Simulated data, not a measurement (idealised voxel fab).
process module | voxel fin reveal
cross-section cut | 275 nm wide | cells 5 nm
A cross-section is a grid of square cells, given in bands from the top down. A band is one or more rows of cells.
Each band's line starts with the height of the band's top and of its bottom, in nm. Then come its materials from left to right, each with its width in nm. One material with "throughout" fills the band from edge to edge. "air" is empty space.
Height 0 is the level under which the wafer as received is all one material. The lowest band goes on downwards, as in "0 down".
A width such as "30 to 40" changes by the same amount from each row of cells to the next, from the band's top row to its bottom row.
"no change" after a step means that no cell of the cross-section changed.
closed voids: empty space of 8 cells or more with no open way to the top, each as width x height at its distance from the left edge, in nm
after a step's settings: what the simulator itself notes on the step
overlay nm, on a step with a mask: how far to the right of its planned place the mask lay; to the left if negative
plan
1 op RECEIVE | material Si
2 op CONFORMAL_DEP | material SiN | thk nm 5
3 op PATTERN | tone cover | mask id FINS | material resist | width nm 15 | pitch nm 35 | thk nm 20 | overlay nm 0
4 op DIRECTIONAL_ETCH | etch materials SiN | depth nm 5
5 op DIRECTIONAL_ETCH | etch materials Si | depth nm 40
6 op STRIP | etch materials resist
7 op OXIDIZE | depth nm 5
8 op FILL_DEP | material SiO2 | thk nm 15
9 op CMP | height nm 5
10 op SELECTIVE_ETCH | etch materials SiO2 | depth nm 35
11 op STRIP | etch materials SiN
as received, after step 1
  0 down: Si throughout
  closed voids: none
a wafer at the end: this start, this plan, one mistake
  0 to -30: Si 105 | air 25 | Si 10 | air 25 | Si 110
  -30 to -45: Si 105 | SiO2 25 | Si 10 | SiO2 25 | Si 110
  -45 down: Si throughout
  closed voids: none
what went wrong: step 3 ran as: op PATTERN | tone open | mask id FINS | material resist | width nm 15 | pitch nm 35 | thk nm 20 | overlay nm 0
